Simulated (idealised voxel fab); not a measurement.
Process module name: voxel self aligned vias
Square cell edge 5 nm, section width 225 nm, ID cut.
Heads up, the way a cross-section reads in here is a grid of square cells, handed over as bands from the top down, with every band being one or more rows of cells. For a band, the entry starts with two heights in nm, that of the top and then that of the bottom, and carries on with the band's materials in order from left to right, each alongside its width in nm; the word "full width" beside a single material means it fills the band edge to edge, and "air" means empty space. Height datum 0, below which the as-received substrate wafer is one material. Lowest band open at the bottom, running downward: "0 and below". You'd read "30->40" like this: the band's top row of cells is as wide as the first number, its bottom row is as wide as the second, and going down, every row changes width by the same amount as the row before did. Where the words "no alteration" appear for a step, the cross-section shows no cell changed by that step; every cell remained as before. Entry "Closed-off voids" = empty spaces >= 8 cells with no open way to the top; each as width x height at distance, distance from left edge, all nm. after a step's settings: what the simulator itself notes on the step. overlay nm: right-of-plan distance of the mask on a masked step; negative values mean left-of-plan.
The steps planned for the process are as follows
1,RECEIVE,material Si
2,CONFORMAL_DEP,material SiO2,thk nm 15
3,CONFORMAL_DEP,material SiCN,thk nm 5
4,DIRECTIONAL_DEP,material SiO2,thk nm 20
5,DIRECTIONAL_DEP,material aC,thk nm 15
6,PATTERN,tone open,mask id LINES,material resist,width nm 20,pitch nm 50,thk nm 35,overlay nm 0
7,DIRECTIONAL_ETCH,etch materials aC,depth nm 15
8,STRIP,etch materials resist
9,DIRECTIONAL_ETCH,etch materials SiO2,depth nm 20
10,STRIP,etch materials aC
11,CONFORMAL_DEP,material TiN,thk nm 5
12,FILL_DEP,material W,thk nm 5
13,CMP,height nm 40
14,SELECTIVE_ETCH,etch materials W Ru TiN,depth nm 5
15,FILL_DEP,material SiN,thk nm 5
16,CMP,height nm 40
17,DIRECTIONAL_DEP,material SiO2,thk nm 15
18,DIRECTIONAL_DEP,material aC,thk nm 15
19,PATTERN,tone open,mask id VIAS,material resist,width nm 30,pitch nm 50,thk nm 30,overlay nm 0
20,DIRECTIONAL_ETCH,etch materials aC,depth nm 15
21,STRIP,etch materials resist
22,DIRECTIONAL_ETCH,etch materials SiO2,depth nm 15
23,DIRECTIONAL_ETCH,etch materials SiN,depth nm 5
24,STRIP,etch materials aC
25,CONFORMAL_DEP,material TiN,thk nm 5
26,FILL_DEP,material Cu,thk nm 10
27,CMP,height nm 55
28,CONFORMAL_DEP,material SiCN,thk nm 5
First wafer of two (run as planned)
Cross-section of the wafer as it came to us, i.e., already through step 1
* 0 and below: Si full width
* Closed-off voids: none
Presented here is a cross-section of the wafer after step 2 has been performed
* 15 down to 0: SiO2 full width
* Everything under 0 stays put, no change at all.
Presented here is a cross-section of the wafer after step 3 has been performed
* 20 down to 15: SiCN full width
* Everything under 15 stays put, no change at all.
Presented here is a cross-section of the wafer after step 4 has been performed
* 40 down to 20: SiO2 full width
* Everything under 20 stays put, no change at all.
Presented here is a cross-section of the wafer after step 5 has been performed
* 55 down to 40: aC full width
* Everything under 40 stays put, no change at all.
Presented here is a cross-section of the wafer after step 6 has been performed
* 90 down to 55: 75 of resist  20 of air  30 of resist  20 of air  80 of resist
* Everything under 55 stays put, no change at all.
Presented here is a cross-section of the wafer after step 7 has been performed
* 75 down to 55: 75 of resist  20 of air  30 of resist  20 of air  80 of resist
* 55 down to 40: 75 of aC  20 of air  30 of aC  20 of air  80 of aC
* Everything under 40 stays put, no change at all.
Presented here is a cross-section of the wafer after step 8 has been performed
* 55 down to 40: 75 of aC  20 of air  30 of aC  20 of air  80 of aC
* Everything under 40 stays put, no change at all.
Presented here is a cross-section of the wafer after step 9 has been performed
* 55 down to 40: 75 of aC  20 of air  30 of aC  20 of air  80 of aC
* 40 down to 20: 75 of SiO2  20 of air  30 of SiO2  20 of air  80 of SiO2
* Everything under 20 stays put, no change at all.
Presented here is a cross-section of the wafer after step 10 has been performed
* 40 down to 20: 75 of SiO2  20 of air  30 of SiO2  20 of air  80 of SiO2
* Everything under 20 stays put, no change at all.
Presented here is a cross-section of the wafer after step 11 has been performed
* 45 down to 40: 80 of TiN  10 of air  40 of TiN  10 of air  85 of TiN
* 40 down to 25: 75 of SiO2  5 of TiN  10 of air  5 of TiN  30 of SiO2  5 of TiN  10 of air  5 of TiN  80 of SiO2
* 25 down to 20: 75 of SiO2  20 of TiN  30 of SiO2  20 of TiN  80 of SiO2
* Everything under 20 stays put, no change at all.
Presented here is a cross-section of the wafer after step 12 has been performed
* 50 down to 45: W full width
* 45 down to 40: 80 of TiN  10 of W  40 of TiN  10 of W  85 of TiN
* 40 down to 25: 75 of SiO2  5 of TiN  10 of W  5 of TiN  30 of SiO2  5 of TiN  10 of W  5 of TiN  80 of SiO2
* Everything under 25 stays put, no change at all.
Presented here is a cross-section of the wafer after step 13 has been performed
* 40 down to 25: 75 of SiO2  5 of TiN  10 of W  5 of TiN  30 of SiO2  5 of TiN  10 of W  5 of TiN  80 of SiO2
* Everything under 25 stays put, no change at all.
Presented here is a cross-section of the wafer after step 14 has been performed
* 40 down to 35: 75 of SiO2  20 of air  30 of SiO2  20 of air  80 of SiO2
* Everything under 35 stays put, no change at all.
Presented here is a cross-section of the wafer after step 15 has been performed
* 45 down to 40: SiN full width
* 40 down to 35: 75 of SiO2  20 of SiN  30 of SiO2  20 of SiN  80 of SiO2
* Everything under 35 stays put, no change at all.
Presented here is a cross-section of the wafer after step 16 has been performed
* 40 down to 35: 75 of SiO2  20 of SiN  30 of SiO2  20 of SiN  80 of SiO2
* Everything under 35 stays put, no change at all.
Presented here is a cross-section of the wafer after step 17 has been performed
* 55 down to 40: SiO2 full width
* Everything under 40 stays put, no change at all.
Presented here is a cross-section of the wafer after step 18 has been performed
* 70 down to 55: aC full width
* Everything under 55 stays put, no change at all.
Presented here is a cross-section of the wafer after step 19 has been performed
* 100 down to 70: 70 of resist  30 of air  20 of resist  30 of air  75 of resist
* Everything under 70 stays put, no change at all.
Presented here is a cross-section of the wafer after step 20 has been performed
* 85 down to 70: 70 of resist  30 of air  20 of resist  30 of air  75 of resist
* 70 down to 55: 70 of aC  30 of air  20 of aC  30 of air  75 of aC
* Everything under 55 stays put, no change at all.
Presented here is a cross-section of the wafer after step 21 has been performed
* 70 down to 55: 70 of aC  30 of air  20 of aC  30 of air  75 of aC
* Everything under 55 stays put, no change at all.
Presented here is a cross-section of the wafer after step 22 has been performed
* 70 down to 55: 70 of aC  30 of air  20 of aC  30 of air  75 of aC
* 55 down to 40: 70 of SiO2  30 of air  20 of SiO2  30 of air  75 of SiO2
* Everything under 40 stays put, no change at all.
Presented here is a cross-section of the wafer after step 23 has been performed
* 70 down to 55: 70 of aC  30 of air  20 of aC  30 of air  75 of aC
* 55 down to 40: 70 of SiO2  30 of air  20 of SiO2  30 of air  75 of SiO2
* 40 down to 35: 75 of SiO2  20 of air  30 of SiO2  20 of air  80 of SiO2
* Everything under 35 stays put, no change at all.
Presented here is a cross-section of the wafer after step 24 has been performed
* 55 down to 40: 70 of SiO2  30 of air  20 of SiO2  30 of air  75 of SiO2
* Everything under 40 stays put, no change at all.
Presented here is a cross-section of the wafer after step 25 has been performed
* 60 down to 55: 75 of TiN  20 of air  30 of TiN  20 of air  80 of TiN
* 55 down to 45: 70 of SiO2  5 of TiN  20 of air  5 of TiN  20 of SiO2  5 of TiN  20 of air  5 of TiN  75 of SiO2
* 45 down to 40: 70 of SiO2  10 of TiN  10 of air  10 of TiN  20 of SiO2  10 of TiN  10 of air  10 of TiN  75 of SiO2
* 40 down to 35: 75 of SiO2  20 of TiN  30 of SiO2  20 of TiN  80 of SiO2
* Everything under 35 stays put, no change at all.
Presented here is a cross-section of the wafer after step 26 has been performed
* 70 down to 60: Cu full width
* 60 down to 55: 75 of TiN  20 of Cu  30 of TiN  20 of Cu  80 of TiN
* 55 down to 45: 70 of SiO2  5 of TiN  20 of Cu  5 of TiN  20 of SiO2  5 of TiN  20 of Cu  5 of TiN  75 of SiO2
* 45 down to 40: 70 of SiO2  10 of TiN  10 of Cu  10 of TiN  20 of SiO2  10 of TiN  10 of Cu  10 of TiN  75 of SiO2
* Everything under 40 stays put, no change at all.
Presented here is a cross-section of the wafer after step 27 has been performed
* 55 down to 45: 70 of SiO2  5 of TiN  20 of Cu  5 of TiN  20 of SiO2  5 of TiN  20 of Cu  5 of TiN  75 of SiO2
* Everything under 45 stays put, no change at all.
Presented here is a cross-section of the wafer after step 28 has been performed
* 60 down to 55: SiCN full width
* Everything under 55 stays put, no change at all.
Wafer two. Same start, same plan, one slip in execution. Same as wafer one through step 18, inclusive
Cross-section of the second wafer when, according to plan, step 19 should have finished
* 100 down to 70: 75 of resist  30 of air  20 of resist  30 of air  70 of resist
* Everything under 70 stays put, no change at all.
Cross-section of the second wafer when, according to plan, step 20 should have finished
* 85 down to 70: 75 of resist  30 of air  20 of resist  30 of air  70 of resist
* 70 down to 55: 75 of aC  30 of air  20 of aC  30 of air  70 of aC
* Everything under 55 stays put, no change at all.
Cross-section of the second wafer when, according to plan, step 21 should have finished
* 70 down to 55: 75 of aC  30 of air  20 of aC  30 of air  70 of aC
* Everything under 55 stays put, no change at all.
Cross-section of the second wafer when, according to plan, step 22 should have finished
* 70 down to 55: 75 of aC  30 of air  20 of aC  30 of air  70 of aC
* 55 down to 40: 75 of SiO2  30 of air  20 of SiO2  30 of air  70 of SiO2
* Everything under 40 stays put, no change at all.
Cross-section of the second wafer when, according to plan, step 23 should have finished
* 70 down to 55: 75 of aC  30 of air  20 of aC  30 of air  70 of aC
* 55 down to 40: 75 of SiO2  30 of air  20 of SiO2  30 of air  70 of SiO2
* 40 down to 35: 75 of SiO2  20 of air  30 of SiO2  20 of air  80 of SiO2
* Everything under 35 stays put, no change at all.
Cross-section of the second wafer when, according to plan, step 24 should have finished
* 55 down to 40: 75 of SiO2  30 of air  20 of SiO2  30 of air  70 of SiO2
* Everything under 40 stays put, no change at all.
Cross-section of the second wafer when, according to plan, step 25 should have finished
* 60 down to 55: 80 of TiN  20 of air  30 of TiN  20 of air  75 of TiN
* 55 down to 45: 75 of SiO2  5 of TiN  20 of air  5 of TiN  20 of SiO2  5 of TiN  20 of air  5 of TiN  70 of SiO2
* 45 down to 40: 75 of SiO2  5 of TiN  10 of air  15 of TiN  20 of SiO2  5 of TiN  10 of air  15 of TiN  70 of SiO2
* 40 down to 35: 75 of SiO2  20 of TiN  30 of SiO2  20 of TiN  80 of SiO2
* Everything under 35 stays put, no change at all.
Cross-section of the second wafer when, according to plan, step 26 should have finished
* 70 down to 60: Cu full width
* 60 down to 55: 80 of TiN  20 of Cu  30 of TiN  20 of Cu  75 of TiN
* 55 down to 45: 75 of SiO2  5 of TiN  20 of Cu  5 of TiN  20 of SiO2  5 of TiN  20 of Cu  5 of TiN  70 of SiO2
* 45 down to 40: 75 of SiO2  5 of TiN  10 of Cu  15 of TiN  20 of SiO2  5 of TiN  10 of Cu  15 of TiN  70 of SiO2
* Everything under 40 stays put, no change at all.
Cross-section of the second wafer when, according to plan, step 27 should have finished
* 55 down to 45: 75 of SiO2  5 of TiN  20 of Cu  5 of TiN  20 of SiO2  5 of TiN  20 of Cu  5 of TiN  70 of SiO2
* Everything under 45 stays put, no change at all.
Cross-section of the second wafer when, according to plan, step 28 should have finished
* 60 down to 55: SiCN full width
* Everything under 55 stays put, no change at all.
Processing error: step 19 off recipe, ran as PATTERN,tone open,mask id VIAS,material resist,width nm 30,pitch nm 50,thk nm 30,overlay nm 5
Matching per-material cell counts, mismatched positions: that is how the second wafer compares with the first at the end.
